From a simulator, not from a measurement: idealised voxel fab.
The process module presented herein is designated voxel fin reveal.
In the cross-section labelled cut, the width is 165 nm and each square cell is 5 nm.
This document writes a cross-section as a grid whose cells are square, and gives it as bands, listed from the top down; one or more rows of cells form a band. This entry defines a band. It first specifies the height of the band's top and the height of its bottom in nm, and then specifies the band's materials from left to right, stating each material with its width in nm. The word "full width" identifies a single material that fills the band from edge to edge, while the word "blank" identifies empty space. The level at which height equals 0 is the one under which the wafer, as it arrives, is entirely one material. No lower edge exists for the bottom band, which continues downward and is notated as in "z 0 and below". A width such as "30..40" changes by the same amount from each row of cells to the next, from the band's top row to its bottom row. Take "nothing different" at face value: in the step it is given for, the cross-section changed in none of its cells. Entry "Encapsulated voids" = empty spaces >= 8 cells with no open way to the top; each as width x height at distance, distance from left edge, all nm. On each step's line, the part that comes after the settings is the simulator's own comment on the step. overlay nm: on a step with a mask, how far right of its planned place the mask lay; negative means left.

The process steps that were planned are listed below:
1) RECEIVE,material Si
2) CONFORMAL_DEP,material SiN,thk nm 10
3) DIRECTIONAL_DEP,material aC,thk nm 10
4) PATTERN,tone cover,mask id FINS,material resist,width nm 15,pitch nm 40,thk nm 25,overlay nm 0
5) DIRECTIONAL_ETCH,etch materials aC,depth nm 10
6) STRIP,etch materials resist
7) DIRECTIONAL_ETCH,etch materials SiN,depth nm 10
8) DIRECTIONAL_ETCH,etch materials Si,depth nm 35
9) STRIP,etch materials aC
10) OXIDIZE,depth nm 5
11) FILL_DEP,material SiO2,thk nm 10
12) CMP,height nm 10
13) SELECTIVE_ETCH,etch materials SiO2,depth nm 35
14) STRIP,etch materials SiN
15) CONFORMAL_DEP,material HfO2,thk nm 5

Cross-sectional view of the wafer in its as-received condition, corresponding to the state after step 1:
> z 0 and below = Si full width
> Encapsulated voids: none

Wafer at module end, in section. Began as above, planned as above, run with one mistake:
> z 0 to -25 = 20 of blank  5 of Si  35 of blank  5 of Si  35 of blank  5 of Si  35 of blank  5 of Si  20 of blank
> z -25 to -40 = 20 of SiO2  5 of Si  35 of SiO2  5 of Si  35 of SiO2  5 of Si  35 of SiO2  5 of Si  20 of SiO2
> z -40 and below = Si full width
> Encapsulated voids: none
Run error: not run: step 15 of the plan (skipped)
